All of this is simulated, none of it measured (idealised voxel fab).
You're looking at the process module voxel self aligned vias.
225 nm wide, 5 nm square cells: that's cross-section cut.
Reading order for cross-sections: top band down to bottom band. Underlying form: a grid of square cells. Band size: one or more rows of cells.
In this notation a band is specified by the heights of its top and bottom, in that order and in nm, after which its materials appear from left to right, each paired with its width in nm. The word "edge to edge" attached to a single material means that material fills the band from edge to edge; the word "empty" stands for empty space.
Convention: height 0 is the level below which the wafer, as received, is all one material. The lowest band does not terminate at the bottom but continues downward, represented as "from 0 down".
Per-row width for "30 to 40": begins at first number (top row of band), ends at second number (bottom row), increment between rows held constant.
When a step is marked "left unchanged", none of the cells in the cross-section changed during that step.
Each empty space that has no open way to the top and spans at least 8 cells appears under "Voids lacking openings" as width x height at distance, the distance counted from the left edge, all in nm.
The remark found on a step's line after its settings is issued by the simulator itself and pertains to that step.
The optional step-line setting "overlay nm" applies to steps with a mask and quantifies how far to the right of its planned location the mask lay, a negative value indicating leftward placement.

BELOW IS THE LIST OF PLANNED PROCESS STEPS
- 1: RECEIVE [material Si]
- 2: CONFORMAL_DEP [material SiO2] [thk nm 10]
- 3: CONFORMAL_DEP [material SiCN] [thk nm 5]
- 4: DIRECTIONAL_DEP [material SiO2] [thk nm 20]
- 5: PATTERN [tone open] [mask id LINES] [material resist] [width nm 30] [pitch nm 65] [thk nm 15] [overlay nm 0]
- 6: DIRECTIONAL_ETCH [etch materials SiO2] [depth nm 20]
- 7: STRIP [etch materials resist]
- 8: CONFORMAL_DEP [material TiN] [thk nm 5]
- 9: FILL_DEP [material Ru] [thk nm 10]
- 10: CMP [height nm 35]
- 11: SELECTIVE_ETCH [etch materials W Ru TiN] [depth nm 5]
- 12: FILL_DEP [material SiN] [thk nm 5]
- 13: CMP [height nm 35]
- 14: DIRECTIONAL_DEP [material SiO2] [thk nm 15]
- 15: PATTERN [tone open] [mask id VIAS] [material resist] [width nm 30] [pitch nm 65] [thk nm 15] [overlay nm 0]
- 16: DIRECTIONAL_ETCH [etch materials SiO2] [depth nm 15]
- 17: DIRECTIONAL_ETCH [etch materials SiN] [depth nm 5]
- 18: STRIP [etch materials resist]
- 19: CONFORMAL_DEP [material TiN] [thk nm 5]
- 20: FILL_DEP [material Cu] [thk nm 5]
- 21: CMP [height nm 50]
- 22: CONFORMAL_DEP [material SiCN] [thk nm 5]
Every wafer here starts from the same state; it is the step 15 width nm that distinguishes them, and the value the plan gives belongs to the first wafer.

CROSS-SECTION OF THE FIRST OF SEVERAL WAFERS AS RECEIVED (AFTER STEP 1)
  from 0 down | Si edge to edge
  Voids lacking openings: none

HEADS UP, THIS TABLE GOES WAFER BY WAFER. A ROW TELLS YOU, AT THE END OF THE MODULE, HOW MANY CELLS OF EACH MATERIAL THAT WAFER HAS PUT ON (+) OR DROPPED (-) SINCE IT WAS RECEIVED, AND THEN ITS CLOSED VOIDS
width nm 30; +36 Cu; +24 Ru; +90 SiCN; +279 SiO2; +66 TiN; Voids lacking openings: none
width nm 35; +42 Cu; +24 Ru; +90 SiCN; +270 SiO2; +69 TiN; Voids lacking openings: none
width nm 40; +48 Cu; +24 Ru; +90 SiCN; +261 SiO2; +72 TiN; Voids lacking openings: none
width nm 45; +54 Cu; +24 Ru; +90 SiCN; +252 SiO2; +75 TiN; Voids lacking openings: none
width nm 50; +60 Cu; +24 Ru; +90 SiCN; +243 SiO2; +78 TiN; Voids lacking openings: none
